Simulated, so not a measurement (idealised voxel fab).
The process module presented herein is designated voxel wiring stack.
Square cells of 5 nm make up the cross-section cut, whose width is 220 nm.
Cross-section layout: square cells on a grid; listed as bands, top to bottom; a band spans one or more cell rows. Read a band's entry like this: the first values are the height of its top and the height of its bottom in nm, and what follows is the sequence of materials from left to right, each with its width in nm. Note that "blank" is empty space, and that a single material marked "all across" reaches across the band from edge to edge. Heights from 0 (as-received wafer is one material below). Bottom band endless downward, as "from 0 down". Quick explanation for "30 to 40": the width changes in equal steps down the rows of cells, from the first number in the band's top row to the second number in its bottom row. "nothing was modified", as given for a step, is the statement that not any cell of the cross-section underwent a change during that step. "Entrapped voids" - sealed voids, min. 8 cells, no opening to top; format: width x height at distance (distance from left edge; nm throughout). Read whatever lies past the settings on a step's line as the simulator's own remark about the step. overlay nm: step with mask; distance mask lay right of planned place; negative value = left of planned place.
Process steps foreseen in the plan
| 1 | RECEIVE [material Si] |
| 2 | CONFORMAL_DEP [material SiO2] [thk nm 15] |
| 3 | CONFORMAL_DEP [material SiN] [thk nm 5] |
| 4 | DIRECTIONAL_DEP [material SiO2] [thk nm 15] |
| 5 | DIRECTIONAL_DEP [material aC] [thk nm 15] |
| 6 | PATTERN [tone open] [mask id METAL_1] [material resist] [width nm 30] [pitch nm 45] [thk nm 30] [overlay nm 0] |
| 7 | DIRECTIONAL_ETCH [etch materials aC] [depth nm 15] |
| 8 | STRIP [etch materials resist] |
| 9 | DIRECTIONAL_ETCH [etch materials SiO2] [depth nm 15] |
| 10 | DIRECTIONAL_ETCH [etch materials SiN] [depth nm 5] |
| 11 | STRIP [etch materials aC] |
| 12 | CONFORMAL_DEP [material TiN] [thk nm 5] |
| 13 | FILL_DEP [material Cu] [thk nm 5] |
| 14 | CMP [height nm 35] |
| 15 | EPI [material Ru] [thk nm 5] |
| 16 | FILL_DEP [material SiCN] [thk nm 5] |
| 17 | DIRECTIONAL_DEP [material SiO2] [thk nm 30] |
| 18 | DIRECTIONAL_DEP [material aC] [thk nm 10] |
| 19 | PATTERN [tone open] [mask id METAL_2] [material resist] [width nm 30] [pitch nm 45] [thk nm 25] [overlay nm 0] |
| 20 | DIRECTIONAL_ETCH [etch materials aC] [depth nm 10] |
| 21 | STRIP [etch materials resist] |
| 22 | DIRECTIONAL_ETCH [etch materials SiO2] [depth nm 20] |
| 23 | STRIP [etch materials aC] |
| 24 | DIRECTIONAL_DEP [material aC] [thk nm 10] |
| 25 | PATTERN [tone open] [mask id METAL_2_HOLES] [material resist] [width nm 15] [pitch nm 45] [thk nm 30] [overlay nm 0] |
| 26 | DIRECTIONAL_ETCH [etch materials aC] [depth nm 10] |
| 27 | STRIP [etch materials resist] |
| 28 | DIRECTIONAL_ETCH [etch materials SiO2] [depth nm 10] |
| 29 | DIRECTIONAL_ETCH [etch materials SiCN] [depth nm 5] |
| 30 | STRIP [etch materials aC] |
| 31 | CONFORMAL_DEP [material TiN] [thk nm 5] |
| 32 | FILL_DEP [material Cu] [thk nm 5] |
| 33 | CMP [height nm 75] |
| 34 | CONFORMAL_DEP [material SiCN] [thk nm 5] |
| 35 | DIRECTIONAL_DEP [material lowk] [thk nm 30] |
| 36 | DIRECTIONAL_DEP [material aC] [thk nm 10] |
| 37 | PATTERN [tone open] [mask id METAL_3_HOLES] [material resist] [width nm 15] [pitch nm 90] [thk nm 25] [overlay nm 0] |
| 38 | DIRECTIONAL_ETCH [etch materials aC] [depth nm 10] |
| 39 | STRIP [etch materials resist] |
| 40 | DIRECTIONAL_ETCH [etch materials lowk] [depth nm 30] |
| 41 | STRIP [etch materials aC] |
| 42 | PATTERN [tone open] [mask id METAL_3] [material resist] [width nm 30] [pitch nm 45] [thk nm 20] [overlay nm 0] |
| 43 | DIRECTIONAL_ETCH [etch materials lowk] [depth nm 20] |
| 44 | DIRECTIONAL_ETCH [etch materials SiCN] [depth nm 5] |
| 45 | STRIP [etch materials resist] |
| 46 | CONFORMAL_DEP [material TiN] [thk nm 5] |
| 47 | FILL_DEP [material Ru] [thk nm 5] |
| 48 | CMP [height nm 110] |
| 49 | CONFORMAL_DEP [material SiCN] [thk nm 5] |
| 50 | DIRECTIONAL_DEP [material lowk] [thk nm 15] |
| 51 | DIRECTIONAL_DEP [material aC] [thk nm 15] |
| 52 | PATTERN [tone open] [mask id PLUG_3] [material resist] [width nm 15] [pitch nm 45] [thk nm 30] [overlay nm 0] |
| 53 | DIRECTIONAL_ETCH [etch materials aC] [depth nm 15] |
| 54 | STRIP [etch materials resist] |
| 55 | DIRECTIONAL_ETCH [etch materials lowk] [depth nm 15] |
| 56 | DIRECTIONAL_ETCH [etch materials SiCN] [depth nm 5] |
| 57 | STRIP [etch materials aC] |
| 58 | CONFORMAL_DEP [material TiN] [thk nm 5] |
| 59 | FILL_DEP [material W] [thk nm 5] |
| 60 | CMP [height nm 130] |
| 61 | DIRECTIONAL_DEP [material TiN] [thk nm 5] |
| 62 | DIRECTIONAL_DEP [material W] [thk nm 25] |
| 63 | PATTERN [tone cover] [mask id METAL_4] [material resist] [width nm 30] [pitch nm 45] [thk nm 15] [overlay nm -10] |
| 64 | DIRECTIONAL_ETCH [etch materials W] [depth nm 25] |
| 65 | DIRECTIONAL_ETCH [etch materials TiN] [depth nm 5] |
| 66 | STRIP [etch materials resist] |
| 67 | FILL_DEP [material SiO2] [thk nm 10] |
| 68 | CMP [height nm 160] |
| 69 | CONFORMAL_DEP [material SiN] [thk nm 5] |
Variable across wafers: step 63 overlay nm (plan value is that of the first wafer; starting state common to all).
First wafer of several, as received: cross-section after step 1
> from 0 down: Si all across
> Entrapped voids: none
Per wafer, end of module: cells gained (+) or lost (-) per material since receipt, then closed voids
overlay nm -10, +108 Cu, +86 Ru, +114 SiCN, +64 SiN, +456 SiO2, +240 TiN, +132 W, +252 lowk, Entrapped voids: none
overlay nm -5, +108 Cu, +86 Ru, +114 SiCN, +64 SiN, +456 SiO2, +240 TiN, +132 W, +252 lowk, Entrapped voids: none
overlay nm 0, +108 Cu, +86 Ru, +114 SiCN, +64 SiN, +456 SiO2, +240 TiN, +132 W, +252 lowk, Entrapped voids: none
overlay nm 5, +108 Cu, +86 Ru, +114 SiCN, +64 SiN, +456 SiO2, +240 TiN, +132 W, +252 lowk, Entrapped voids: none
overlay nm 10, +108 Cu, +86 Ru, +114 SiCN, +64 SiN, +456 SiO2, +240 TiN, +132 W, +252 lowk, Entrapped voids: none
overlay nm 15, +108 Cu, +86 Ru, +114 SiCN, +64 SiN, +456 SiO2, +240 TiN, +132 W, +252 lowk, Entrapped voids: none
